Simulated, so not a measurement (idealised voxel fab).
process module | voxel spacer lines
We display cut, a cross-section 255 nm in width whose square cells are each 5 nm.
Cross-section layout: square cells on a grid; listed as bands, top to bottom; a band spans one or more cell rows.
Band: top and bottom heights (nm) first, top before bottom; then materials from left to right, widths in nm. "edge to edge" marks a sole material filling the band edge to edge. "blank" denotes empty space.
Below 0: as-received wafer, all one material; heights counted from there. Lowest band: no bottom, goes on down, written "from 0 down".
Per-row width for "30..40": begins at first number (top row of band), ends at second number (bottom row), increment between rows held constant.
"nothing was modified" for a step: no cell of the cross-section changed in that step.
What "Closed cavity list" gives you is every empty space of 8 cells or more that is cut off from the top. Each appears as width x height at distance, with the distance taken from the left edge and width, height and distance all in nm.
What comes after the settings on a step's line is commentary from the simulator itself on that step.
The line of a step may include "overlay nm". On a step with a mask, this value is how far to the right of its planned place the mask lay. A negative value means the mask lay to the left.
[Steps in the process plan]
- 1: RECEIVE (material Si)
- 2: CONFORMAL_DEP (material Al2O3; thk nm 10)
- 3: DIRECTIONAL_DEP (material polySi; thk nm 15)
- 4: DIRECTIONAL_DEP (material aC; thk nm 20)
- 5: PATTERN (tone cover; mask id MANDREL; material resist; width nm 25; pitch nm 70; thk nm 25; overlay nm 0)
- 6: DIRECTIONAL_ETCH (etch materials aC; depth nm 20)
- 7: STRIP (etch materials resist)
- 8: CONFORMAL_DEP (material SiO2; thk nm 10)
- 9: DIRECTIONAL_ETCH (etch materials SiO2; depth nm 10)
- 10: STRIP (etch materials aC)
- 11: DIRECTIONAL_ETCH (etch materials polySi; depth nm 15)
- 12: STRIP (etch materials SiO2)
- 13: FILL_DEP (material lowk; thk nm 10)
- 14: CMP (height nm 25)
[Shown in cross-section is the wafer as received, that is, as it stands after step 1]
from 0 down = Si edge to edge
Closed cavity list: none
[The module was run from the start shown above using the plan shown above, but one mistake was made doing it; the resulting wafer cross-section is below]
from 25 to 15 = Al2O3 edge to edge
from 15 to 0 = polySi edge to edge
from 0 down = Si edge to edge
Closed cavity list: none
Misprocessing identified: step 3 occupied the plan position of step 2, and the converse holds as well
